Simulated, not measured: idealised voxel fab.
This section sets out a process module, namely voxel self aligned vias.
The width of the displayed cross-section, cut, is 185 nm; its cells are square, with a size of 5 nm.
Cross-section layout: square cells on a grid; listed as bands, top to bottom; a band spans one or more cell rows.
Band: top height; bottom height; in nm. Then, left to right: material with width in nm, for each material. "edge to edge": a single material spanning edge to edge. "air": empty space.
The reference from which all heights are counted is 0, the level beneath which the as-received wafer is entirely one material; the lowest band, having no lower bound, proceeds downward and is written after the example "top 0, no bottom".
Read "30..40" as a graded width: first number on top, second number at the bottom, same change between each pair of neighbouring rows.
Step marked "no alterations made"? Then no cell in the cross-section changed in it.
The list in "Trapped cavities" covers empty spaces of 8 cells or more that cannot reach the top through any open way, and it gives each as width x height at distance; the distance is from the left edge, and width, height and distance are in nm.
It should be noted that, on the line of a given step, the content following the step's settings is a remark produced by the simulator itself with respect to that step.
A step's line can hold "overlay nm"; with a mask on that step, the setting says how far right of the planned place the mask lay, while a negative setting says it lay to the left.

Listed below are the process steps as planned:
1 RECEIVE: material Si
2 CONFORMAL_DEP: material SiO2, thk nm 15
3 CONFORMAL_DEP: material SiCN, thk nm 5
4 DIRECTIONAL_DEP: material SiO2, thk nm 30
5 DIRECTIONAL_DEP: material aC, thk nm 15
6 PATTERN: tone open, mask id LINES, material resist, width nm 30, pitch nm 70, thk nm 30, overlay nm 0
7 DIRECTIONAL_ETCH: etch materials aC, depth nm 15
8 STRIP: etch materials resist
9 DIRECTIONAL_ETCH: etch materials SiO2, depth nm 30
10 STRIP: etch materials aC
11 CONFORMAL_DEP: material TiN, thk nm 5
12 FILL_DEP: material W, thk nm 10
13 CMP: height nm 50
14 SELECTIVE_ETCH: etch materials W Ru TiN, depth nm 5
15 FILL_DEP: material SiN, thk nm 5
16 CMP: height nm 50
17 DIRECTIONAL_DEP: material SiO2, thk nm 15
18 MASKED_ETCH: tone open, mask id VIAS, width nm 40, pitch nm 70, etch materials SiO2, depth nm 15, overlay nm 0
19 MASKED_ETCH: tone open, mask id VIAS, width nm 40, pitch nm 70, etch materials SiN, depth nm 5, overlay nm 0
20 CONFORMAL_DEP: material TiN, thk nm 5
21 FILL_DEP: material W, thk nm 5
22 CMP: height nm 65
23 CONFORMAL_DEP: material SiCN, thk nm 5

The cross-section here shows the wafer as received, i.e. in its state after step 1:
	top 0, no bottom = Si edge to edge
	Trapped cavities: none

Cross-sectional view of the first of the two wafers upon completion of the module, processed in accordance with the plan:
	top 70, bottom 65 = SiCN edge to edge
	top 65, bottom 55 = 35 of SiO2, 5 of TiN, 30 of W, 5 of TiN, 30 of SiO2, 5 of TiN, 30 of W, 5 of TiN, 40 of SiO2
	top 55, bottom 50 = 35 of SiO2, 10 of TiN, 20 of W, 10 of TiN, 30 of SiO2, 10 of TiN, 20 of W, 10 of TiN, 40 of SiO2
	top 50, bottom 45 = 40 of SiO2, 30 of TiN, 40 of SiO2, 30 of TiN, 45 of SiO2
	top 45, bottom 25 = 40 of SiO2, 5 of TiN, 20 of W, 5 of TiN, 40 of SiO2, 5 of TiN, 20 of W, 5 of TiN, 45 of SiO2
	top 25, bottom 20 = 40 of SiO2, 30 of TiN, 40 of SiO2, 30 of TiN, 45 of SiO2
	top 20, bottom 15 = SiCN edge to edge
	top 15, bottom 0 = SiO2 edge to edge
	top 0, no bottom = Si edge to edge
	Trapped cavities: none

Second of two wafers, module complete, sectioned: it shares the first wafer's start and plan but was run with one mistake:
	top 70, bottom 65 = SiCN edge to edge
	top 65, bottom 50 = 40 of SiO2, 5 of TiN, 20 of W, 5 of TiN, 40 of SiO2, 5 of TiN, 20 of W, 5 of TiN, 45 of SiO2
	top 50, bottom 45 = 40 of SiO2, 30 of TiN, 40 of SiO2, 30 of TiN, 45 of SiO2
	top 45, bottom 25 = 40 of SiO2, 5 of TiN, 20 of W, 5 of TiN, 40 of SiO2, 5 of TiN, 20 of W, 5 of TiN, 45 of SiO2
	top 25, bottom 20 = 40 of SiO2, 30 of TiN, 40 of SiO2, 30 of TiN, 45 of SiO2
	top 20, bottom 15 = SiCN edge to edge
	top 15, bottom 0 = SiO2 edge to edge
	top 0, no bottom = Si edge to edge
	Trapped cavities: none
Run error: rather than as planned, step 18 actually ran as MASKED_ETCH: tone open, mask id VIAS, width nm 30, pitch nm 70, etch materials SiO2, depth nm 15, overlay nm 0
Final cells, second wafer relative to first, materials higher or lower: SiO2: 12 more; TiN: 4 fewer; W: 8 fewer
